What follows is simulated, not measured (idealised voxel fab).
voxel gate over fins: a process module
195 nm wide, 5 nm square cells: that's cross-section cut.
In what follows, cross-sections appear as grids of square cells, described through bands that run from the top down, where every band is one or more rows of cells. First you get the band's top height and its bottom height, in nm, and then the materials it's made of, left to right, with each width in nm. If you see a single material with "full width", that one covers the band edge to edge. "empty" is empty space. Below 0: as-received wafer, all one material; heights counted from there. Lowest band: no bottom, goes on down, written "z 0 and below". Top row gets the first number, bottom row gets the second, and each row in between changes by the same step: that is how a band width like "30..40" works. "no modifications", as given for a step, is the statement that not any cell of the cross-section underwent a change during that step. "Voids, fully enclosed" - sealed voids, min. 8 cells, no opening to top; format: width x height at distance (distance from left edge; nm throughout). Step line, after settings: the simulator's comment on this step. You can add "overlay nm" to a step's line. For a step with a mask, it describes how far the mask lay to the right of its planned position, and a negative number describes a lay to the left.

**This section lists the process steps that were planned**
1 RECEIVE [material Si]
2 CONFORMAL_DEP [material SiN] [thk nm 5]
3 DIRECTIONAL_DEP [material aC] [thk nm 15]
4 PATTERN [tone cover] [mask id FINS] [material resist] [width nm 15] [pitch nm 60] [thk nm 30] [overlay nm 0]
5 DIRECTIONAL_ETCH [etch materials aC] [depth nm 15]
6 STRIP [etch materials resist]
7 DIRECTIONAL_ETCH [etch materials SiN] [depth nm 5]
8 DIRECTIONAL_ETCH [etch materials Si] [depth nm 30]
9 STRIP [etch materials aC]
10 FILL_DEP [material SiO2] [thk nm 10]
11 CMP [height nm 5]
12 MASKED_ETCH [tone open] [mask id RAIL] [width nm 15] [etch materials SiO2] [depth nm 30] [overlay nm 0]
13 CONFORMAL_DEP [material TiN] [thk nm 5]
14 FILL_DEP [material W] [thk nm 5]
15 CMP [height nm 5]
16 SELECTIVE_ETCH [etch materials W Ru TiN] [depth nm 20]
17 FILL_DEP [material SiO2] [thk nm 5]
18 CMP [height nm 5]
19 SELECTIVE_ETCH [etch materials SiO2] [depth nm 15]
20 STRIP [etch materials SiN]
21 CONFORMAL_DEP [material HfO2] [thk nm 5]
22 CONFORMAL_DEP [material TiN] [thk nm 5]
23 CONFORMAL_DEP [material TiAl] [thk nm 5]
24 CONFORMAL_DEP [material TiN] [thk nm 5]
25 FILL_DEP [material W] [thk nm 15]
26 CMP [height nm 30]
27 CONFORMAL_DEP [material SiCN] [thk nm 10]

**Of two wafers, the first: run according to plan**

**Cross-sectional view of the wafer in its as-received condition, corresponding to the state after step 1**
* z 0 and below = Si full width
* Voids, fully enclosed: none

**Cross-section of the wafer subsequent to step 2**
* z 5 to 0 = SiN full width
* Below 0 it's all the same as before, nothing changed down there.

**Cross-section of the wafer subsequent to step 3**
* z 20 to 5 = aC full width
* Below 5 it's all the same as before, nothing changed down there.

**Cross-section of the wafer subsequent to step 4**
* z 50 to 20 = empty 30 nm / resist 15 nm / empty 45 nm / resist 15 nm / empty 45 nm / resist 15 nm / empty 30 nm
* Below 20 it's all the same as before, nothing changed down there.

**Cross-section of the wafer subsequent to step 5**
* z 35 to 20 = empty 30 nm / resist 15 nm / empty 45 nm / resist 15 nm / empty 45 nm / resist 15 nm / empty 30 nm
* z 20 to 5 = empty 30 nm / aC 15 nm / empty 45 nm / aC 15 nm / empty 45 nm / aC 15 nm / empty 30 nm
* Below 5 it's all the same as before, nothing changed down there.

**Cross-section of the wafer subsequent to step 6**
* z 20 to 5 = empty 30 nm / aC 15 nm / empty 45 nm / aC 15 nm / empty 45 nm / aC 15 nm / empty 30 nm
* Below 5 it's all the same as before, nothing changed down there.

**Cross-section of the wafer subsequent to step 7**
* z 20 to 5 = empty 30 nm / aC 15 nm / empty 45 nm / aC 15 nm / empty 45 nm / aC 15 nm / empty 30 nm
* z 5 to 0 = empty 30 nm / SiN 15 nm / empty 45 nm / SiN 15 nm / empty 45 nm / SiN 15 nm / empty 30 nm
* Below 0 it's all the same as before, nothing changed down there.

**Cross-section of the wafer subsequent to step 8**
* z 20 to 5 = empty 30 nm / aC 15 nm / empty 45 nm / aC 15 nm / empty 45 nm / aC 15 nm / empty 30 nm
* z 5 to 0 = empty 30 nm / SiN 15 nm / empty 45 nm / SiN 15 nm / empty 45 nm / SiN 15 nm / empty 30 nm
* z 0 to -30 = empty 30 nm / Si 15 nm / empty 45 nm / Si 15 nm / empty 45 nm / Si 15 nm / empty 30 nm
* Below -30 it's all the same as before, nothing changed down there.

**Cross-section of the wafer subsequent to step 9**
* z 5 to 0 = empty 30 nm / SiN 15 nm / empty 45 nm / SiN 15 nm / empty 45 nm / SiN 15 nm / empty 30 nm
* Below 0 it's all the same as before, nothing changed down there.

**Cross-section of the wafer subsequent to step 10**
* z 15 to 5 = SiO2 full width
* z 5 to 0 = SiO2 30 nm / SiN 15 nm / SiO2 45 nm / SiN 15 nm / SiO2 45 nm / SiN 15 nm / SiO2 30 nm
* z 0 to -30 = SiO2 30 nm / Si 15 nm / SiO2 45 nm / Si 15 nm / SiO2 45 nm / Si 15 nm / SiO2 30 nm
* Below -30 it's all the same as before, nothing changed down there.

**Cross-section of the wafer subsequent to step 11**
* z 5 to 0 = SiO2 30 nm / SiN 15 nm / SiO2 45 nm / SiN 15 nm / SiO2 45 nm / SiN 15 nm / SiO2 30 nm
* Below 0 it's all the same as before, nothing changed down there.

**Cross-section of the wafer subsequent to step 12**
* z 5 to 0 = SiO2 30 nm / SiN 15 nm / SiO2 15 nm / empty 15 nm / SiO2 15 nm / SiN 15 nm / SiO2 45 nm / SiN 15 nm / SiO2 30 nm
* z 0 to -25 = SiO2 30 nm / Si 15 nm / SiO2 15 nm / empty 15 nm / SiO2 15 nm / Si 15 nm / SiO2 45 nm / Si 15 nm / SiO2 30 nm
* Below -25 it's all the same as before, nothing changed down there.

**Cross-section of the wafer subsequent to step 13**
* z 10 to 5 = TiN 65 nm / empty 5 nm / TiN 125 nm
* z 5 to 0 = SiO2 30 nm / SiN 15 nm / SiO2 15 nm / TiN 5 nm / empty 5 nm / TiN 5 nm / SiO2 15 nm / SiN 15 nm / SiO2 45 nm / SiN 15 nm / SiO2 30 nm
* z 0 to -20 = SiO2 30 nm / Si 15 nm / SiO2 15 nm / TiN 5 nm / empty 5 nm / TiN 5 nm / SiO2 15 nm / Si 15 nm / SiO2 45 nm / Si 15 nm / SiO2 30 nm
* z -20 to -25 = SiO2 30 nm / Si 15 nm / SiO2 15 nm / TiN 15 nm / SiO2 15 nm / Si 15 nm / SiO2 45 nm / Si 15 nm / SiO2 30 nm
* Below -25 it's all the same as before, nothing changed down there.

**Cross-section of the wafer subsequent to step 14**
* z 15 to 10 = W full width
* z 10 to 5 = TiN 65 nm / W 5 nm / TiN 125 nm
* z 5 to 0 = SiO2 30 nm / SiN 15 nm / SiO2 15 nm / TiN 5 nm / W 5 nm / TiN 5 nm / SiO2 15 nm / SiN 15 nm / SiO2 45 nm / SiN 15 nm / SiO2 30 nm
* z 0 to -20 = SiO2 30 nm / Si 15 nm / SiO2 15 nm / TiN 5 nm / W 5 nm / TiN 5 nm / SiO2 15 nm / Si 15 nm / SiO2 45 nm / Si 15 nm / SiO2 30 nm
* Below -20 it's all the same as before, nothing changed down there.

**Cross-section of the wafer subsequent to step 15**
* z 5 to 0 = SiO2 30 nm / SiN 15 nm / SiO2 15 nm / TiN 5 nm / W 5 nm / TiN 5 nm / SiO2 15 nm / SiN 15 nm / SiO2 45 nm / SiN 15 nm / SiO2 30 nm
* Below 0 it's all the same as before, nothing changed down there.

**Cross-section of the wafer subsequent to step 16**
* z 5 to 0 = SiO2 30 nm / SiN 15 nm / SiO2 15 nm / empty 15 nm / SiO2 15 nm / SiN 15 nm / SiO2 45 nm / SiN 15 nm / SiO2 30 nm
* z 0 to -15 = SiO2 30 nm / Si 15 nm / SiO2 15 nm / empty 15 nm / SiO2 15 nm / Si 15 nm / SiO2 45 nm / Si 15 nm / SiO2 30 nm
* Below -15 it's all the same as before, nothing changed down there.

**Cross-section of the wafer subsequent to step 17**
* z 10 to 5 = SiO2 full width
* z 5 to 0 = SiO2 30 nm / SiN 15 nm / SiO2 45 nm / SiN 15 nm / SiO2 45 nm / SiN 15 nm / SiO2 30 nm
* z 0 to -15 = SiO2 30 nm / Si 15 nm / SiO2 45 nm / Si 15 nm / SiO2 45 nm / Si 15 nm / SiO2 30 nm
* Below -15 it's all the same as before, nothing changed down there.

**Cross-section of the wafer subsequent to step 18**
* z 5 to 0 = SiO2 30 nm / SiN 15 nm / SiO2 45 nm / SiN 15 nm / SiO2 45 nm / SiN 15 nm / SiO2 30 nm
* Below 0 it's all the same as before, nothing changed down there.

**Cross-section of the wafer subsequent to step 19**
* z 5 to 0 = empty 30 nm / SiN 15 nm / empty 45 nm / SiN 15 nm / empty 45 nm / SiN 15 nm / empty 30 nm
* z 0 to -10 = empty 30 nm / Si 15 nm / empty 45 nm / Si 15 nm / empty 45 nm / Si 15 nm / empty 30 nm
* Below -10 it's all the same as before, nothing changed down there.

**Cross-section of the wafer subsequent to step 20**
* z 0 to -10 = empty 30 nm / Si 15 nm / empty 45 nm / Si 15 nm / empty 45 nm / Si 15 nm / empty 30 nm
* Below -10 it's all the same as before, nothing changed down there.

**Cross-section of the wafer subsequent to step 21**
* z 5 to 0 = empty 25 nm / HfO2 25 nm / empty 35 nm / HfO2 25 nm / empty 35 nm / HfO2 25 nm / empty 25 nm
* z 0 to -5 = empty 25 nm / HfO2 5 nm / Si 15 nm / HfO2 5 nm / empty 35 nm / HfO2 5 nm / Si 15 nm / HfO2 5 nm / empty 35 nm / HfO2 5 nm / Si 15 nm / HfO2 5 nm / empty 25 nm
* z -5 to -10 = HfO2 30 nm / Si 15 nm / HfO2 45 nm / Si 15 nm / HfO2 45 nm / Si 15 nm / HfO2 30 nm
* Below -10 it's all the same as before, nothing changed down there.

**Cross-section of the wafer subsequent to step 22**
* z 10 to 5 = empty 20 nm / TiN 35 nm / empty 25 nm / TiN 35 nm / empty 25 nm / TiN 35 nm / empty 20 nm
* z 5 to 0 = empty 20 nm / TiN 5 nm / HfO2 25 nm / TiN 5 nm / empty 25 nm / TiN 5 nm / HfO2 25 nm / TiN 5 nm / empty 25 nm / TiN 5 nm / HfO2 25 nm / TiN 5 nm / empty 20 nm
* z 0 to -5 = TiN 25 nm / HfO2 5 nm / Si 15 nm / HfO2 5 nm / TiN 35 nm / HfO2 5 nm / Si 15 nm / HfO2 5 nm / TiN 35 nm / HfO2 5 nm / Si 15 nm / HfO2 5 nm / TiN 25 nm
* Below -5 it's all the same as before, nothing changed down there.

**Cross-section of the wafer subsequent to step 23**
* z 15 to 10 = empty 15 nm / TiAl 45 nm / empty 15 nm / TiAl 45 nm / empty 15 nm / TiAl 45 nm / empty 15 nm
* z 10 to 5 = empty 15 nm / TiAl 5 nm / TiN 35 nm / TiAl 5 nm / empty 15 nm / TiAl 5 nm / TiN 35 nm / TiAl 5 nm / empty 15 nm / TiAl 5 nm / TiN 35 nm / TiAl 5 nm / empty 15 nm
* z 5 to 0 = TiAl 20 nm / TiN 5 nm / HfO2 25 nm / TiN 5 nm / TiAl 25 nm / TiN 5 nm / HfO2 25 nm / TiN 5 nm / TiAl 25 nm / TiN 5 nm / HfO2 25 nm / TiN 5 nm / TiAl 20 nm
* Below 0 it's all the same as before, nothing changed down there.

**Cross-section of the wafer subsequent to step 24**
* z 20 to 15 = empty 10 nm / TiN 55 nm / empty 5 nm / TiN 55 nm / empty 5 nm / TiN 55 nm / empty 10 nm
* z 15 to 10 = empty 10 nm / TiN 5 nm / TiAl 45 nm / TiN 5 nm / empty 5 nm / TiN 5 nm / TiAl 45 nm / TiN 5 nm / empty 5 nm / TiN 5 nm / TiAl 45 nm / TiN 5 nm / empty 10 nm
* z 10 to 5 = TiN 15 nm / TiAl 5 nm / TiN 35 nm / TiAl 5 nm / TiN 15 nm / TiAl 5 nm / TiN 35 nm / TiAl 5 nm / TiN 15 nm / TiAl 5 nm / TiN 35 nm / TiAl 5 nm / TiN 15 nm
* Below 5 it's all the same as before, nothing changed down there.

**Cross-section of the wafer subsequent to step 25**
* z 35 to 20 = W full width
* z 20 to 15 = W 10 nm / TiN 55 nm / W 5 nm / TiN 55 nm / W 5 nm / TiN 55 nm / W 10 nm
* z 15 to 10 = W 10 nm / TiN 5 nm / TiAl 45 nm / TiN 5 nm / W 5 nm / TiN 5 nm / TiAl 45 nm / TiN 5 nm / W 5 nm / TiN 5 nm / TiAl 45 nm / TiN 5 nm / W 10 nm
* Below 10 it's all the same as before, nothing changed down there.

**Cross-section of the wafer subsequent to step 26**
* z 30 to 20 = W full width
* Below 20 it's all the same as before, nothing changed down there.

**Cross-section of the wafer subsequent to step 27**
* z 40 to 30 = SiCN full width
* Below 30 it's all the same as before, nothing changed down there.

**Notes, second wafer: start = first wafer's, plan = first wafer's, execution had one mistake; history identical to first through step 3**

**At the planned end of step 4, the second wafer in cross-section**
* z 50 to 20 = empty 40 nm / resist 15 nm / empty 45 nm / resist 15 nm / empty 45 nm / resist 15 nm / empty 20 nm
* Below 20 it's all the same as before, nothing changed down there.

**At the planned end of step 5, the second wafer in cross-section**
* z 35 to 20 = empty 40 nm / resist 15 nm / empty 45 nm / resist 15 nm / empty 45 nm / resist 15 nm / empty 20 nm
* z 20 to 5 = empty 40 nm / aC 15 nm / empty 45 nm / aC 15 nm / empty 45 nm / aC 15 nm / empty 20 nm
* Below 5 it's all the same as before, nothing changed down there.

**At the planned end of step 6, the second wafer in cross-section**
* z 20 to 5 = empty 40 nm / aC 15 nm / empty 45 nm / aC 15 nm / empty 45 nm / aC 15 nm / empty 20 nm
* Below 5 it's all the same as before, nothing changed down there.

**At the planned end of step 7, the second wafer in cross-section**
* z 20 to 5 = empty 40 nm / aC 15 nm / empty 45 nm / aC 15 nm / empty 45 nm / aC 15 nm / empty 20 nm
* z 5 to 0 = empty 40 nm / SiN 15 nm / empty 45 nm / SiN 15 nm / empty 45 nm / SiN 15 nm / empty 20 nm
* Below 0 it's all the same as before, nothing changed down there.

**At the planned end of step 8, the second wafer in cross-section**
* z 20 to 5 = empty 40 nm / aC 15 nm / empty 45 nm / aC 15 nm / empty 45 nm / aC 15 nm / empty 20 nm
* z 5 to 0 = empty 40 nm / SiN 15 nm / empty 45 nm / SiN 15 nm / empty 45 nm / SiN 15 nm / empty 20 nm
* z 0 to -30 = empty 40 nm / Si 15 nm / empty 45 nm / Si 15 nm / empty 45 nm / Si 15 nm / empty 20 nm
* Below -30 it's all the same as before, nothing changed down there.

**At the planned end of step 9, the second wafer in cross-section**
* z 5 to 0 = empty 40 nm / SiN 15 nm / empty 45 nm / SiN 15 nm / empty 45 nm / SiN 15 nm / empty 20 nm
* Below 0 it's all the same as before, nothing changed down there.

**At the planned end of step 10, the second wafer in cross-section**
* z 15 to 5 = SiO2 full width
* z 5 to 0 = SiO2 40 nm / SiN 15 nm / SiO2 45 nm / SiN 15 nm / SiO2 45 nm / SiN 15 nm / SiO2 20 nm
* z 0 to -30 = SiO2 40 nm / Si 15 nm / SiO2 45 nm / Si 15 nm / SiO2 45 nm / Si 15 nm / SiO2 20 nm
* Below -30 it's all the same as before, nothing changed down there.

**At the planned end of step 11, the second wafer in cross-section**
* z 5 to 0 = SiO2 40 nm / SiN 15 nm / SiO2 45 nm / SiN 15 nm / SiO2 45 nm / SiN 15 nm / SiO2 20 nm
* Below 0 it's all the same as before, nothing changed down there.

**At the planned end of step 12, the second wafer in cross-section**
* z 5 to 0 = SiO2 40 nm / SiN 15 nm / SiO2 5 nm / empty 15 nm / SiO2 25 nm / SiN 15 nm / SiO2 45 nm / SiN 15 nm / SiO2 20 nm
* z 0 to -25 = SiO2 40 nm / Si 15 nm / SiO2 5 nm / empty 15 nm / SiO2 25 nm / Si 15 nm / SiO2 45 nm / Si 15 nm / SiO2 20 nm
* Below -25 it's all the same as before, nothing changed down there.

**At the planned end of step 13, the second wafer in cross-section**
* z 10 to 5 = TiN 65 nm / empty 5 nm / TiN 125 nm
* z 5 to 0 = SiO2 40 nm / SiN 15 nm / SiO2 5 nm / TiN 5 nm / empty 5 nm / TiN 5 nm / SiO2 25 nm / SiN 15 nm / SiO2 45 nm / SiN 15 nm / SiO2 20 nm
* z 0 to -20 = SiO2 40 nm / Si 15 nm / SiO2 5 nm / TiN 5 nm / empty 5 nm / TiN 5 nm / SiO2 25 nm / Si 15 nm / SiO2 45 nm / Si 15 nm / SiO2 20 nm
* z -20 to -25 = SiO2 40 nm / Si 15 nm / SiO2 5 nm / TiN 15 nm / SiO2 25 nm / Si 15 nm / SiO2 45 nm / Si 15 nm / SiO2 20 nm
* Below -25 it's all the same as before, nothing changed down there.

**At the planned end of step 14, the second wafer in cross-section**
* z 15 to 10 = W full width
* z 10 to 5 = TiN 65 nm / W 5 nm / TiN 125 nm
* z 5 to 0 = SiO2 40 nm / SiN 15 nm / SiO2 5 nm / TiN 5 nm / W 5 nm / TiN 5 nm / SiO2 25 nm / SiN 15 nm / SiO2 45 nm / SiN 15 nm / SiO2 20 nm
* z 0 to -20 = SiO2 40 nm / Si 15 nm / SiO2 5 nm / TiN 5 nm / W 5 nm / TiN 5 nm / SiO2 25 nm / Si 15 nm / SiO2 45 nm / Si 15 nm / SiO2 20 nm
* Below -20 it's all the same as before, nothing changed down there.

**At the planned end of step 15, the second wafer in cross-section**
* z 5 to 0 = SiO2 40 nm / SiN 15 nm / SiO2 5 nm / TiN 5 nm / W 5 nm / TiN 5 nm / SiO2 25 nm / SiN 15 nm / SiO2 45 nm / SiN 15 nm / SiO2 20 nm
* Below 0 it's all the same as before, nothing changed down there.

**At the planned end of step 16, the second wafer in cross-section**
* z 5 to 0 = SiO2 40 nm / SiN 15 nm / SiO2 5 nm / empty 15 nm / SiO2 25 nm / SiN 15 nm / SiO2 45 nm / SiN 15 nm / SiO2 20 nm
* z 0 to -15 = SiO2 40 nm / Si 15 nm / SiO2 5 nm / empty 15 nm / SiO2 25 nm / Si 15 nm / SiO2 45 nm / Si 15 nm / SiO2 20 nm
* Below -15 it's all the same as before, nothing changed down there.

**At the planned end of step 17, the second wafer in cross-section**
* z 10 to 5 = SiO2 full width
* z 5 to 0 = SiO2 40 nm / SiN 15 nm / SiO2 45 nm / SiN 15 nm / SiO2 45 nm / SiN 15 nm / SiO2 20 nm
* z 0 to -15 = SiO2 40 nm / Si 15 nm / SiO2 45 nm / Si 15 nm / SiO2 45 nm / Si 15 nm / SiO2 20 nm
* Below -15 it's all the same as before, nothing changed down there.

**At the planned end of step 18, the second wafer in cross-section**
* z 5 to 0 = SiO2 40 nm / SiN 15 nm / SiO2 45 nm / SiN 15 nm / SiO2 45 nm / SiN 15 nm / SiO2 20 nm
* Below 0 it's all the same as before, nothing changed down there.

**At the planned end of step 19, the second wafer in cross-section**
* z 5 to 0 = empty 40 nm / SiN 15 nm / empty 45 nm / SiN 15 nm / empty 45 nm / SiN 15 nm / empty 20 nm
* z 0 to -10 = empty 40 nm / Si 15 nm / empty 45 nm / Si 15 nm / empty 45 nm / Si 15 nm / empty 20 nm
* Below -10 it's all the same as before, nothing changed down there.

**At the planned end of step 20, the second wafer in cross-section**
* z 0 to -10 = empty 40 nm / Si 15 nm / empty 45 nm / Si 15 nm / empty 45 nm / Si 15 nm / empty 20 nm
* Below -10 it's all the same as before, nothing changed down there.

**At the planned end of step 21, the second wafer in cross-section**
* z 5 to 0 = empty 35 nm / HfO2 25 nm / empty 35 nm / HfO2 25 nm / empty 35 nm / HfO2 25 nm / empty 15 nm
* z 0 to -5 = empty 35 nm / HfO2 5 nm / Si 15 nm / HfO2 5 nm / empty 35 nm / HfO2 5 nm / Si 15 nm / HfO2 5 nm / empty 35 nm / HfO2 5 nm / Si 15 nm / HfO2 5 nm / empty 15 nm
* z -5 to -10 = HfO2 40 nm / Si 15 nm / HfO2 45 nm / Si 15 nm / HfO2 45 nm / Si 15 nm / HfO2 20 nm
* Below -10 it's all the same as before, nothing changed down there.

**At the planned end of step 22, the second wafer in cross-section**
* z 10 to 5 = empty 30 nm / TiN 35 nm / empty 25 nm / TiN 35 nm / empty 25 nm / TiN 35 nm / empty 10 nm
* z 5 to 0 = empty 30 nm / TiN 5 nm / HfO2 25 nm / TiN 5 nm / empty 25 nm / TiN 5 nm / HfO2 25 nm / TiN 5 nm / empty 25 nm / TiN 5 nm / HfO2 25 nm / TiN 5 nm / empty 10 nm
* z 0 to -5 = TiN 35 nm / HfO2 5 nm / Si 15 nm / HfO2 5 nm / TiN 35 nm / HfO2 5 nm / Si 15 nm / HfO2 5 nm / TiN 35 nm / HfO2 5 nm / Si 15 nm / HfO2 5 nm / TiN 15 nm
* Below -5 it's all the same as before, nothing changed down there.

**At the planned end of step 23, the second wafer in cross-section**
* z 15 to 10 = empty 25 nm / TiAl 45 nm / empty 15 nm / TiAl 45 nm / empty 15 nm / TiAl 45 nm / empty 5 nm
* z 10 to 5 = empty 25 nm / TiAl 5 nm / TiN 35 nm / TiAl 5 nm / empty 15 nm / TiAl 5 nm / TiN 35 nm / TiAl 5 nm / empty 15 nm / TiAl 5 nm / TiN 35 nm / TiAl 5 nm / empty 5 nm
* z 5 to 0 = TiAl 30 nm / TiN 5 nm / HfO2 25 nm / TiN 5 nm / TiAl 25 nm / TiN 5 nm / HfO2 25 nm / TiN 5 nm / TiAl 25 nm / TiN 5 nm / HfO2 25 nm / TiN 5 nm / TiAl 10 nm
* Below 0 it's all the same as before, nothing changed down there.

**At the planned end of step 24, the second wafer in cross-section**
* z 20 to 15 = empty 20 nm / TiN 55 nm / empty 5 nm / TiN 55 nm / empty 5 nm / TiN 55 nm
* z 15 to 10 = empty 20 nm / TiN 5 nm / TiAl 45 nm / TiN 5 nm / empty 5 nm / TiN 5 nm / TiAl 45 nm / TiN 5 nm / empty 5 nm / TiN 5 nm / TiAl 45 nm / TiN 5 nm
* z 10 to 5 = TiN 25 nm / TiAl 5 nm / TiN 35 nm / TiAl 5 nm / TiN 15 nm / TiAl 5 nm / TiN 35 nm / TiAl 5 nm / TiN 15 nm / TiAl 5 nm / TiN 35 nm / TiAl 5 nm / TiN 5 nm
* Below 5 it's all the same as before, nothing changed down there.

**At the planned end of step 25, the second wafer in cross-section**
* z 35 to 20 = W full width
* z 20 to 15 = W 20 nm / TiN 55 nm / W 5 nm / TiN 55 nm / W 5 nm / TiN 55 nm
* z 15 to 10 = W 20 nm / TiN 5 nm / TiAl 45 nm / TiN 5 nm / W 5 nm / TiN 5 nm / TiAl 45 nm / TiN 5 nm / W 5 nm / TiN 5 nm / TiAl 45 nm / TiN 5 nm
* Below 10 it's all the same as before, nothing changed down there.

**At the planned end of step 26, the second wafer in cross-section**
* z 30 to 20 = W full width
* Below 20 it's all the same as before, nothing changed down there.

**At the planned end of step 27, the second wafer in cross-section**
* z 40 to 30 = SiCN full width
* Below 30 it's all the same as before, nothing changed down there.
Against the plan, the run slipped here: contrary to plan, step 4 was performed as PATTERN [tone cover] [mask id FINS] [material resist] [width nm 15] [pitch nm 60] [thk nm 30] [overlay nm 10]
When the process is done, the second wafer contains the same cell count of every material as the first wafer, but distributed over other locations.
